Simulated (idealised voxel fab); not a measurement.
process module | voxel self aligned vias
cross-section cut | 150 nm wide | cells 5 nm
A cross-section is a grid of square cells, given in bands from the top down. A band is one or more rows of cells.
Each band's line starts with the height of the band's top and of its bottom, in nm. Then come its materials from left to right, each with its width in nm. One material with "throughout" fills the band from edge to edge. "air" is empty space.
Height 0 is the level under which the wafer as received is all one material. The lowest band goes on downwards, as in "0 down".
A width such as "30 to 40" changes by the same amount from each row of cells to the next, from the band's top row to its bottom row.
"no change" after a step means that no cell of the cross-section changed.
closed voids: empty space of 8 cells or more with no open way to the top, each as width x height at its distance from the left edge, in nm
after a step's settings: what the simulator itself notes on the step
overlay nm, on a step with a mask: how far to the right of its planned place the mask lay; to the left if negative
plan
1 op RECEIVE | material Si
2 op CONFORMAL_DEP | material SiO2 | thk nm 15
3 op CONFORMAL_DEP | material SiCN | thk nm 5
4 op DIRECTIONAL_DEP | material SiO2 | thk nm 30
5 op PATTERN | tone open | mask id LINES | material resist | width nm 25 | pitch nm 65 | thk nm 15 | overlay nm 0
6 op DIRECTIONAL_ETCH | etch materials SiO2 | depth nm 30
7 op STRIP | etch materials resist
8 op CONFORMAL_DEP | material TiN | thk nm 5
9 op FILL_DEP | material W | thk nm 5
10 op CMP | height nm 50
11 op SELECTIVE_ETCH | etch materials W Ru TiN | depth nm 5
12 op FILL_DEP | material SiN | thk nm 10
13 op CMP | height nm 50
14 op DIRECTIONAL_DEP | material SiO2 | thk nm 15
15 op DIRECTIONAL_DEP | material aC | thk nm 10
16 op PATTERN | tone open | mask id VIAS | material resist | width nm 35 | thk nm 30 | overlay nm 0
17 op DIRECTIONAL_ETCH | etch materials aC | depth nm 10
18 op STRIP | etch materials resist
19 op DIRECTIONAL_ETCH | etch materials SiO2 | depth nm 15
20 op DIRECTIONAL_ETCH | etch materials SiN | depth nm 5
21 op STRIP | etch materials aC
22 op CONFORMAL_DEP | material TiN | thk nm 5
23 op FILL_DEP | material Cu | thk nm 5
24 op CMP | height nm 65
25 op CONFORMAL_DEP | material SiN | thk nm 5
varied across the wafers: width nm of step 16. The plan shows the first wafer's value. All wafers start alike
first wafer as received, after step 1
  0 down: Si throughout
  closed voids: none
first wafer at the end, after step 25
  70 to 65: SiN throughout
  65 to 55: SiO2 25 | TiN 5 | Cu 25 | TiN 5 | SiO2 90
  55 to 50: SiO2 25 | TiN 10 | Cu 15 | TiN 10 | SiO2 90
  50 to 45: SiO2 30 | TiN 25 | SiO2 40 | SiN 25 | SiO2 30
  45 to 25: SiO2 30 | TiN 5 | W 15 | TiN 5 | SiO2 40 | TiN 5 | W 15 | TiN 5 | SiO2 30
  25 to 20: SiO2 30 | TiN 25 | SiO2 40 | TiN 25 | SiO2 30
  20 to 15: SiCN throughout
  15 to 0: SiO2 throughout
  0 down: Si throughout
  closed voids: none
last wafer at the end
  70 to 65: SiN throughout
  65 to 55: SiO2 15 | TiN 5 | Cu 50 | TiN 5 | SiO2 75
  55 to 50: SiO2 15 | TiN 20 | Cu 15 | TiN 25 | SiO2 75
  50 to 45: SiO2 30 | TiN 25 | SiO2 40 | SiN 25 | SiO2 30
  45 to 25: SiO2 30 | TiN 5 | W 15 | TiN 5 | SiO2 40 | TiN 5 | W 15 | TiN 5 | SiO2 30
  25 to 20: SiO2 30 | TiN 25 | SiO2 40 | TiN 25 | SiO2 30
  20 to 15: SiCN throughout
  15 to 0: SiO2 throughout
  0 down: Si throughout
  closed voids: none
each wafer at the end: cells of each material gained (+) or lost (-) since it was received, then its closed voids
width nm 35 | +13 Cu | +30 SiCN | +35 SiN | +279 SiO2 | +39 TiN | +24 W | closed voids: none
width nm 40 | +15 Cu | +30 SiCN | +35 SiN | +276 SiO2 | +40 TiN | +24 W | closed voids: none
width nm 45 | +17 Cu | +30 SiCN | +35 SiN | +273 SiO2 | +41 TiN | +24 W | closed voids: none
width nm 50 | +19 Cu | +30 SiCN | +35 SiN | +270 SiO2 | +42 TiN | +24 W | closed voids: none
width nm 55 | +21 Cu | +30 SiCN | +35 SiN | +267 SiO2 | +43 TiN | +24 W | closed voids: none
width nm 60 | +23 Cu | +30 SiCN | +35 SiN | +264 SiO2 | +44 TiN | +24 W | closed voids: none
